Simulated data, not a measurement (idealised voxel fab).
Title: Process Module voxel self aligned contacts
The cross-section on display is named cut; it measures 285 nm wide, and its cells are 5 nm squares.
For the purposes of this document, a cross-section shall be understood as a grid of square cells, specified as bands listed in top-to-bottom order, each band consisting of one or more rows of cells.
Read a band's entry like this: the first values are the height of its top and the height of its bottom in nm, and what follows is the sequence of materials from left to right, each with its width in nm. Note that "air" is empty space, and that a single material marked "everywhere" reaches across the band from edge to edge.
Height 0 is the level under which the wafer as received is all one material. The lowest band goes on downwards, as in "z 0 and below".
The expression "30..40" gives the width at the extremes of the band, the first number at its top row of cells and the second at its bottom row, with the width changing by equal amounts from each row to the next in between.
"nothing got changed" -> step changed no cross-section cell.
So "Enclosed void inventory" is basically the list of trapped voids: any empty space of 8 cells or more that can't reach the top through an opening. They're written width x height at distance, the distance being from the left edge, and it's all nm.
Where a step's line continues beyond its settings, the continuation is a remark by the simulator itself on that step.
"overlay nm" answers the question of how far to the right of plan the mask lay on a step that has a mask, and when it is negative the answer is to the left.
The following list gives the planned process steps
1 RECEIVE: material Si
2 CONFORMAL_DEP: material SiO2, thk nm 5
3 DIRECTIONAL_DEP: material polySi, thk nm 25
4 DIRECTIONAL_DEP: material SiN, thk nm 15
5 DIRECTIONAL_DEP: material aC, thk nm 15
6 PATTERN: tone cover, mask id GATE, material resist, width nm 35, pitch nm 60, thk nm 30, overlay nm 0
7 DIRECTIONAL_ETCH: etch materials aC, depth nm 15
8 STRIP: etch materials resist
9 DIRECTIONAL_ETCH: etch materials SiN, depth nm 15
10 DIRECTIONAL_ETCH: etch materials polySi, depth nm 25
11 STRIP: etch materials aC
12 CONFORMAL_DEP: material SiN, thk nm 5
13 DIRECTIONAL_ETCH: etch materials SiN, depth nm 5
14 FILL_DEP: material SiO2, thk nm 15
15 CMP: height nm 55
16 DIRECTIONAL_DEP: material aC, thk nm 15
17 PATTERN: tone open, mask id CONTACT, material resist, width nm 45, pitch nm 60, thk nm 35, overlay nm 0
18 DIRECTIONAL_ETCH: etch materials aC, depth nm 15
19 STRIP: etch materials resist
20 DIRECTIONAL_ETCH: etch materials SiO2, depth nm 55
21 STRIP: etch materials aC
22 CONFORMAL_DEP: material TiN, thk nm 5
23 FILL_DEP: material Ru, thk nm 5
24 CMP: height nm 55
25 CONFORMAL_DEP: material SiCN, thk nm 5
The first of a set of two wafers, run to plan
Step 1 complete: cross-section of the wafer as received
> z 0 and below  Si everywhere
> Enclosed void inventory: none
The wafer in cross-section once step 2 is complete
> z 5 to 0  SiO2 everywhere
> At heights below 0, the structure remains unaltered.
The wafer in cross-section once step 3 is complete
> z 30 to 5  polySi everywhere
> At heights below 5, the structure remains unaltered.
The wafer in cross-section once step 4 is complete
> z 45 to 30  SiN everywhere
> At heights below 30, the structure remains unaltered.
The wafer in cross-section once step 5 is complete
> z 60 to 45  aC everywhere
> At heights below 45, the structure remains unaltered.
The wafer in cross-section once step 6 is complete
> z 90 to 60  air (65) | resist (35) | air (25) | resist (35) | air (25) | resist (35) | air (65)
> At heights below 60, the structure remains unaltered.
The wafer in cross-section once step 7 is complete
> z 75 to 60  air (65) | resist (35) | air (25) | resist (35) | air (25) | resist (35) | air (65)
> z 60 to 45  air (65) | aC (35) | air (25) | aC (35) | air (25) | aC (35) | air (65)
> At heights below 45, the structure remains unaltered.
The wafer in cross-section once step 8 is complete
> z 60 to 45  air (65) | aC (35) | air (25) | aC (35) | air (25) | aC (35) | air (65)
> At heights below 45, the structure remains unaltered.
The wafer in cross-section once step 9 is complete
> z 60 to 45  air (65) | aC (35) | air (25) | aC (35) | air (25) | aC (35) | air (65)
> z 45 to 30  air (65) | SiN (35) | air (25) | SiN (35) | air (25) | SiN (35) | air (65)
> At heights below 30, the structure remains unaltered.
The wafer in cross-section once step 10 is complete
> z 60 to 45  air (65) | aC (35) | air (25) | aC (35) | air (25) | aC (35) | air (65)
> z 45 to 30  air (65) | SiN (35) | air (25) | SiN (35) | air (25) | SiN (35) | air (65)
> z 30 to 5  air (65) | polySi (35) | air (25) | polySi (35) | air (25) | polySi (35) | air (65)
> At heights below 5, the structure remains unaltered.
The wafer in cross-section once step 11 is complete
> z 45 to 30  air (65) | SiN (35) | air (25) | SiN (35) | air (25) | SiN (35) | air (65)
> At heights below 30, the structure remains unaltered.
The wafer in cross-section once step 12 is complete
> z 50 to 30  air (60) | SiN (45) | air (15) | SiN (45) | air (15) | SiN (45) | air (60)
> z 30 to 10  air (60) | SiN (5) | polySi (35) | SiN (5) | air (15) | SiN (5) | polySi (35) | SiN (5) | air (15) | SiN (5) | polySi (35) | SiN (5) | air (60)
> z 10 to 5  SiN (65) | polySi (35) | SiN (25) | polySi (35) | SiN (25) | polySi (35) | SiN (65)
> At heights below 5, the structure remains unaltered.
The wafer in cross-section once step 13 is complete
> z 45 to 30  air (60) | SiN (45) | air (15) | SiN (45) | air (15) | SiN (45) | air (60)
> z 30 to 5  air (60) | SiN (5) | polySi (35) | SiN (5) | air (15) | SiN (5) | polySi (35) | SiN (5) | air (15) | SiN (5) | polySi (35) | SiN (5) | air (60)
> At heights below 5, the structure remains unaltered.
The wafer in cross-section once step 14 is complete
> z 60 to 45  SiO2 everywhere
> z 45 to 30  SiO2 (60) | SiN (45) | SiO2 (15) | SiN (45) | SiO2 (15) | SiN (45) | SiO2 (60)
> z 30 to 5  SiO2 (60) | SiN (5) | polySi (35) | SiN (5) | SiO2 (15) | SiN (5) | polySi (35) | SiN (5) | SiO2 (15) | SiN (5) | polySi (35) | SiN (5) | SiO2 (60)
> At heights below 5, the structure remains unaltered.
The wafer in cross-section once step 15 is complete
> z 55 to 45  SiO2 everywhere
> At heights below 45, the structure remains unaltered.
The wafer in cross-section once step 16 is complete
> z 70 to 55  aC everywhere
> At heights below 55, the structure remains unaltered.
The wafer in cross-section once step 17 is complete
> z 105 to 70  resist (90) | air (45) | resist (15) | air (45) | resist (90)
> At heights below 70, the structure remains unaltered.
The wafer in cross-section once step 18 is complete
> z 90 to 70  resist (90) | air (45) | resist (15) | air (45) | resist (90)
> z 70 to 55  aC (90) | air (45) | aC (15) | air (45) | aC (90)
> At heights below 55, the structure remains unaltered.
The wafer in cross-section once step 19 is complete
> z 70 to 55  aC (90) | air (45) | aC (15) | air (45) | aC (90)
> At heights below 55, the structure remains unaltered.
The wafer in cross-section once step 20 is complete
> z 70 to 55  aC (90) | air (45) | aC (15) | air (45) | aC (90)
> z 55 to 45  SiO2 (90) | air (45) | SiO2 (15) | air (45) | SiO2 (90)
> z 45 to 30  SiO2 (60) | SiN (45) | air (15) | SiN (45) | air (15) | SiN (45) | SiO2 (60)
> z 30 to 5  SiO2 (60) | SiN (5) | polySi (35) | SiN (5) | air (15) | SiN (5) | polySi (35) | SiN (5) | air (15) | SiN (5) | polySi (35) | SiN (5) | SiO2 (60)
> z 5 to 0  SiO2 (105) | air (15) | SiO2 (45) | air (15) | SiO2 (105)
> At heights below 0, the structure remains unaltered.
The wafer in cross-section once step 21 is complete
> z 55 to 45  SiO2 (90) | air (45) | SiO2 (15) | air (45) | SiO2 (90)
> At heights below 45, the structure remains unaltered.
The wafer in cross-section once step 22 is complete
> z 60 to 55  TiN (95) | air (35) | TiN (25) | air (35) | TiN (95)
> z 55 to 45  SiO2 (90) | TiN (5..20) | air (35..5) | TiN (5..20) | SiO2 (15) | TiN (5..20) | air (35..5) | TiN (5..20) | SiO2 (90)
> z 45 to 30  SiO2 (60) | SiN (45) | TiN (5) | air (5) | TiN (5) | SiN (45) | TiN (5) | air (5) | TiN (5) | SiN (45) | SiO2 (60)
> z 30 to 5  SiO2 (60) | SiN (5) | polySi (35) | SiN (5) | TiN (5) | air (5) | TiN (5) | SiN (5) | polySi (35) | SiN (5) | TiN (5) | air (5) | TiN (5) | SiN (5) | polySi (35) | SiN (5) | SiO2 (60)
> z 5 to 0  SiO2 (105) | TiN (15) | SiO2 (45) | TiN (15) | SiO2 (105)
> At heights below 0, the structure remains unaltered.
The wafer in cross-section once step 23 is complete
> z 65 to 60  Ru everywhere
> z 60 to 55  TiN (95) | Ru (35) | TiN (25) | Ru (35) | TiN (95)
> z 55 to 45  SiO2 (90) | TiN (5..20) | Ru (35..5) | TiN (5..20) | SiO2 (15) | TiN (5..20) | Ru (35..5) | TiN (5..20) | SiO2 (90)
> z 45 to 30  SiO2 (60) | SiN (45) | TiN (5) | Ru (5) | TiN (5) | SiN (45) | TiN (5) | Ru (5) | TiN (5) | SiN (45) | SiO2 (60)
> z 30 to 5  SiO2 (60) | SiN (5) | polySi (35) | SiN (5) | TiN (5) | Ru (5) | TiN (5) | SiN (5) | polySi (35) | SiN (5) | TiN (5) | Ru (5) | TiN (5) | SiN (5) | polySi (35) | SiN (5) | SiO2 (60)
> At heights below 5, the structure remains unaltered.
The wafer in cross-section once step 24 is complete
> z 55 to 45  SiO2 (90) | TiN (5..20) | Ru (35..5) | TiN (5..20) | SiO2 (15) | TiN (5..20) | Ru (35..5) | TiN (5..20) | SiO2 (90)
> At heights below 45, the structure remains unaltered.
The wafer in cross-section once step 25 is complete
> z 60 to 55  SiCN everywhere
> At heights below 55, the structure remains unaltered.
Wafer two. Same start, same plan, one slip in execution. Same as wafer one through step 3, inclusive
Second wafer cross-section, taken as of the time the plan sets for step 4 to be done
> z 60 to 30  SiN everywhere
> At heights below 30, the structure remains unaltered.
Second wafer cross-section, taken as of the time the plan sets for step 5 to be done
> z 75 to 60  aC everywhere
> At heights below 60, the structure remains unaltered.
Second wafer cross-section, taken as of the time the plan sets for step 6 to be done
> z 105 to 75  air (65) | resist (35) | air (25) | resist (35) | air (25) | resist (35) | air (65)
> At heights below 75, the structure remains unaltered.
Second wafer cross-section, taken as of the time the plan sets for step 7 to be done
> z 90 to 75  air (65) | resist (35) | air (25) | resist (35) | air (25) | resist (35) | air (65)
> z 75 to 60  air (65) | aC (35) | air (25) | aC (35) | air (25) | aC (35) | air (65)
> At heights below 60, the structure remains unaltered.
Second wafer cross-section, taken as of the time the plan sets for step 8 to be done
> z 75 to 60  air (65) | aC (35) | air (25) | aC (35) | air (25) | aC (35) | air (65)
> At heights below 60, the structure remains unaltered.
Second wafer cross-section, taken as of the time the plan sets for step 9 to be done
> z 75 to 60  air (65) | aC (35) | air (25) | aC (35) | air (25) | aC (35) | air (65)
> z 60 to 45  air (65) | SiN (35) | air (25) | SiN (35) | air (25) | SiN (35) | air (65)
> At heights below 45, the structure remains unaltered.
Second wafer cross-section, taken as of the time the plan sets for step 10 to be done: nothing got changed
Second wafer cross-section, taken as of the time the plan sets for step 11 to be done
> z 60 to 45  air (65) | SiN (35) | air (25) | SiN (35) | air (25) | SiN (35) | air (65)
> At heights below 45, the structure remains unaltered.
Second wafer cross-section, taken as of the time the plan sets for step 12 to be done
> z 65 to 50  air (60) | SiN (45) | air (15) | SiN (45) | air (15) | SiN (45) | air (60)
> z 50 to 30  SiN everywhere
> At heights below 30, the structure remains unaltered.
Second wafer cross-section, taken as of the time the plan sets for step 13 to be done
> z 60 to 45  air (60) | SiN (45) | air (15) | SiN (45) | air (15) | SiN (45) | air (60)
> At heights below 45, the structure remains unaltered.
Second wafer cross-section, taken as of the time the plan sets for step 14 to be done
> z 75 to 60  SiO2 everywhere
> z 60 to 45  SiO2 (60) | SiN (45) | SiO2 (15) | SiN (45) | SiO2 (15) | SiN (45) | SiO2 (60)
> At heights below 45, the structure remains unaltered.
Second wafer cross-section, taken as of the time the plan sets for step 15 to be done
> z 55 to 45  SiO2 (60) | SiN (45) | SiO2 (15) | SiN (45) | SiO2 (15) | SiN (45) | SiO2 (60)
> At heights below 45, the structure remains unaltered.
Second wafer cross-section, taken as of the time the plan sets for step 16 to be done
> z 70 to 55  aC everywhere
> At heights below 55, the structure remains unaltered.
Second wafer cross-section, taken as of the time the plan sets for step 17 to be done
> z 105 to 70  resist (90) | air (45) | resist (15) | air (45) | resist (90)
> At heights below 70, the structure remains unaltered.
Second wafer cross-section, taken as of the time the plan sets for step 18 to be done
> z 90 to 70  resist (90) | air (45) | resist (15) | air (45) | resist (90)
> z 70 to 55  aC (90) | air (45) | aC (15) | air (45) | aC (90)
> At heights below 55, the structure remains unaltered.
Second wafer cross-section, taken as of the time the plan sets for step 19 to be done
> z 70 to 55  aC (90) | air (45) | aC (15) | air (45) | aC (90)
> At heights below 55, the structure remains unaltered.
Second wafer cross-section, taken as of the time the plan sets for step 20 to be done
> z 70 to 55  aC (90) | air (45) | aC (15) | air (45) | aC (90)
> z 55 to 45  SiO2 (60) | SiN (45) | air (15) | SiN (45) | air (15) | SiN (45) | SiO2 (60)
> At heights below 45, the structure remains unaltered.
Second wafer cross-section, taken as of the time the plan sets for step 21 to be done
> z 55 to 45  SiO2 (60) | SiN (45) | air (15) | SiN (45) | air (15) | SiN (45) | SiO2 (60)
> At heights below 45, the structure remains unaltered.
Second wafer cross-section, taken as of the time the plan sets for step 22 to be done
> z 60 to 55  TiN (110) | air (5) | TiN (55) | air (5) | TiN (110)
> z 55 to 50  SiO2 (60) | SiN (45) | TiN (5) | air (5) | TiN (5) | SiN (45) | TiN (5) | air (5) | TiN (5) | SiN (45) | SiO2 (60)
> z 50 to 45  SiO2 (60) | SiN (45) | TiN (15) | SiN (45) | TiN (15) | SiN (45) | SiO2 (60)
> At heights below 45, the structure remains unaltered.
Second wafer cross-section, taken as of the time the plan sets for step 23 to be done
> z 65 to 60  Ru everywhere
> z 60 to 55  TiN (110) | Ru (5) | TiN (55) | Ru (5) | TiN (110)
> z 55 to 50  SiO2 (60) | SiN (45) | TiN (5) | Ru (5) | TiN (5) | SiN (45) | TiN (5) | Ru (5) | TiN (5) | SiN (45) | SiO2 (60)
> At heights below 50, the structure remains unaltered.
Second wafer cross-section, taken as of the time the plan sets for step 24 to be done
> z 55 to 50  SiO2 (60) | SiN (45) | TiN (5) | Ru (5) | TiN (5) | SiN (45) | TiN (5) | Ru (5) | TiN (5) | SiN (45) | SiO2 (60)
> At heights below 50, the structure remains unaltered.
Second wafer cross-section, taken as of the time the plan sets for step 25 to be done
> z 60 to 55  SiCN everywhere
> At heights below 55, the structure remains unaltered.
what went wrong: regarding the plan, step 4 was run twice
In the final state, the cell counts of the second wafer exceed or fall short of those of the first for the following materials: 30 fewer of Ru | 114 more of SiN | 216 fewer of SiO2 | 48 fewer of TiN | 180 more of polySi
